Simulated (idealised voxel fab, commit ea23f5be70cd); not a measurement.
Process module under the name voxel wiring stack
For reference, the cross-section in this document is cut, with width 145 nm and square cells of 5 nm.
Cross-section layout: square cells on a grid; listed as bands, top to bottom; a band spans one or more cell rows. Look at the band entry: it leads with the top's height and the bottom's height in nm. Then it lists the materials left to right, with a width in nm for each. The word "edge to edge" on a single material says that material fills the band edge to edge. The word "blank" is empty space. Heights from 0 (as-received wafer is one material below). Bottom band endless downward, as "0 -> down". It should be noted that a width expressed as "30..40" varies in equal increments from row to row of cells within the band, taking the value of the first number at the top row and that of the second number at the bottom row. A step reported as "changes: none" is a step in which no cell of the cross-section changed. In "Internal closed voids" the enclosed voids are listed, meaning empty spaces of 8 cells or larger without any opening to the top. The form is width x height at distance, distance from the left edge, units nm. Text after the settings on a step's line: the simulator's own remark on that step. "overlay nm" on a masked step: distance the mask lay right of its planned place, negative for left.
# Set out below are the planned steps of the process
1: RECEIVE: material Si
2: CONFORMAL_DEP: material SiO2, thk nm 15
3: DIRECTIONAL_DEP: material TiN, thk nm 5
4: DIRECTIONAL_DEP: material W, thk nm 15
5: MASKED_ETCH: tone cover, mask id METAL_1, width nm 30, pitch nm 60, etch materials W, depth nm 15, overlay nm 0
6: MASKED_ETCH: tone cover, mask id METAL_1, width nm 30, pitch nm 60, etch materials TiN, depth nm 5, overlay nm 0
7: FILL_DEP: material SiO2, thk nm 5
8: CMP: height nm 35
9: CONFORMAL_DEP: material SiCN, thk nm 5
10: DIRECTIONAL_DEP: material SiO2, thk nm 10
11: MASKED_ETCH: tone open, mask id PLUG_1, width nm 15, etch materials SiO2, depth nm 10, overlay nm 0
12: MASKED_ETCH: tone open, mask id PLUG_1, width nm 15, etch materials SiCN, depth nm 5, overlay nm 0
13: CONFORMAL_DEP: material TiN, thk nm 5
14: FILL_DEP: material Cu, thk nm 5
15: CMP: height nm 50
16: CONFORMAL_DEP: material SiN, thk nm 5
17: DIRECTIONAL_DEP: material lowk, thk nm 15
18: MASKED_ETCH: tone open, mask id METAL_2, width nm 30, pitch nm 60, etch materials lowk, depth nm 15, overlay nm 0
19: MASKED_ETCH: tone open, mask id METAL_2, width nm 30, pitch nm 60, etch materials SiN, depth nm 5, overlay nm 0
20: CONFORMAL_DEP: material TiN, thk nm 5
21: FILL_DEP: material Cu, thk nm 10
22: CMP: height nm 70
23: CONFORMAL_DEP: material SiCN, thk nm 5
24: DIRECTIONAL_DEP: material lowk, thk nm 30
25: MASKED_ETCH: tone open, mask id METAL_3, width nm 30, pitch nm 60, etch materials lowk, depth nm 15, overlay nm 0
26: MASKED_ETCH: tone open, mask id METAL_3_HOLES, width nm 15, etch materials lowk, depth nm 15, overlay nm 0
27: MASKED_ETCH: tone open, mask id METAL_3_HOLES, width nm 15, etch materials SiCN, depth nm 5, overlay nm 0
28: CONFORMAL_DEP: material TiN, thk nm 5
29: FILL_DEP: material Cu, thk nm 10
30: CMP: height nm 105
31: CONFORMAL_DEP: material SiCN, thk nm 5
32: DIRECTIONAL_DEP: material lowk, thk nm 10
33: DIRECTIONAL_DEP: material aC, thk nm 15
34: PATTERN: tone open, mask id PLUG_3, material resist, width nm 15, thk nm 30, overlay nm 0
35: DIRECTIONAL_ETCH: etch materials aC, depth nm 15
36: STRIP: etch materials resist
37: DIRECTIONAL_ETCH: etch materials lowk, depth nm 10
38: DIRECTIONAL_ETCH: etch materials SiCN, depth nm 5
39: STRIP: etch materials aC
40: EPI: material Ru, thk nm 10
41: EPI: material Ru, thk nm 5
42: DIRECTIONAL_DEP: material TiN, thk nm 5
43: DIRECTIONAL_DEP: material W, thk nm 15
44: PATTERN: tone cover, mask id METAL_4, material resist, width nm 30, pitch nm 60, thk nm 20, overlay nm 0
45: DIRECTIONAL_ETCH: etch materials W, depth nm 15
46: DIRECTIONAL_ETCH: etch materials TiN, depth nm 5
47: STRIP: etch materials resist
48: FILL_DEP: material SiO2, thk nm 5
49: CMP: height nm 140
50: CONFORMAL_DEP: material SiCN, thk nm 5
# As-received state of the wafer in cross-section, equivalent to post-step 1
    0 -> down  Si edge to edge
    Internal closed voids: none
# Same starting wafer, same plan as above, one mistake in the execution; this is the cross-section at the end of the module
    145 -> 140  SiCN edge to edge
    140 -> 125  25 nm SiO2 / 30 nm W / 30 nm SiO2 / 30 nm W / 30 nm SiO2
    125 -> 120  25 nm SiO2 / 30 nm TiN / 30 nm SiO2 / 30 nm TiN / 30 nm SiO2
    120 -> 110  25 nm lowk / 15 nm Ru / 105 nm lowk
    110 -> 105  25 nm SiCN / 15 nm Ru / 105 nm SiCN
    105 -> 95  25 nm lowk / 5 nm TiN / 20 nm Cu / 5 nm TiN / 30 nm lowk / 5 nm TiN / 20 nm Cu / 5 nm TiN / 30 nm lowk
    95 -> 90  25 nm lowk / 5 nm TiN / 5 nm Cu / 20 nm TiN / 30 nm lowk / 30 nm TiN / 30 nm lowk
    90 -> 75  25 nm lowk / 5 nm TiN / 5 nm Cu / 5 nm TiN / 105 nm lowk
    75 -> 70  25 nm SiCN / 15 nm TiN / 105 nm SiCN
    70 -> 55  25 nm lowk / 5 nm TiN / 20 nm Cu / 5 nm TiN / 30 nm lowk / 5 nm TiN / 20 nm Cu / 5 nm TiN / 30 nm lowk
    55 -> 50  25 nm SiN / 30 nm TiN / 30 nm SiN / 30 nm TiN / 30 nm SiN
    50 -> 45  Cu edge to edge
    45 -> 40  30 nm TiN / 5 nm Cu / 110 nm TiN
    40 -> 35  25 nm SiCN / 15 nm TiN / 105 nm SiCN
    35 -> 20  25 nm SiO2 / 30 nm W / 30 nm SiO2 / 30 nm W / 30 nm SiO2
    20 -> 15  25 nm SiO2 / 30 nm TiN / 30 nm SiO2 / 30 nm TiN / 30 nm SiO2
    15 -> 0  SiO2 edge to edge
    0 -> down  Si edge to edge
    Internal closed voids: none
Misprocessing identified: skipped: plan step 10 (never run)
